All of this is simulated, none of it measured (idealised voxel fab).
process module | voxel ribs on slabs
cross-section cut | 285 nm wide | cells 5 nm
A cross-section is a grid of square cells, given in bands from the top down. A band is one or more rows of cells.
Each band's line starts with the height of the band's top and of its bottom, in nm. Then come its materials from left to right, each with its width in nm. One material with "throughout" fills the band from edge to edge. "air" is empty space.
Height 0 is the level under which the wafer as received is all one material. The lowest band goes on downwards, as in "0 down".
A width such as "30 to 40" changes by the same amount from each row of cells to the next, from the band's top row to its bottom row.
"no change" after a step means that no cell of the cross-section changed.
closed voids: empty space of 8 cells or more with no open way to the top, each as width x height at its distance from the left edge, in nm
after a step's settings: what the simulator itself notes on the step
overlay nm, on a step with a mask: how far to the right of its planned place the mask lay; to the left if negative
plan
1 op RECEIVE | material Si
2 op DIRECTIONAL_DEP | material SiO2 | thk nm 20
3 op DIRECTIONAL_DEP | material polySi | thk nm 25
4 op PATTERN | tone cover | mask id RIB | material resist | width nm 30 | thk nm 15 | overlay nm 0
5 op DIRECTIONAL_ETCH | etch materials polySi | depth nm 10
6 op STRIP | etch materials resist
7 op DIRECTIONAL_DEP | material aC | thk nm 10
8 op PATTERN | tone cover | mask id SLAB | material resist | width nm 90 | thk nm 30 | overlay nm 0
9 op DIRECTIONAL_ETCH | etch materials aC | depth nm 10
10 op STRIP | etch materials resist
11 op DIRECTIONAL_ETCH | etch materials polySi | depth nm 15
12 op STRIP | etch materials aC
13 op FILL_DEP | material SiO2 | thk nm 20
14 op CMP | height nm 60
15 op DIRECTIONAL_DEP | material W | thk nm 5
16 op MASKED_ETCH | tone cover | mask id HEATER | width nm 40 | etch materials W | depth nm 5 | overlay nm 0
17 op CONFORMAL_DEP | material SiO2 | thk nm 10
as received, after step 1
  0 down: Si throughout
  closed voids: none
a wafer at the end: this start, this plan, one mistake
  65 to 60: air 120 | W 40 | air 125
  60 to 45: SiO2 throughout
  45 to 35: SiO2 125 | polySi 30 | SiO2 130
  35 to 20: SiO2 95 | polySi 90 | SiO2 100
  20 to 0: SiO2 throughout
  0 down: Si throughout
  closed voids: none
what went wrong: step 17 was left out
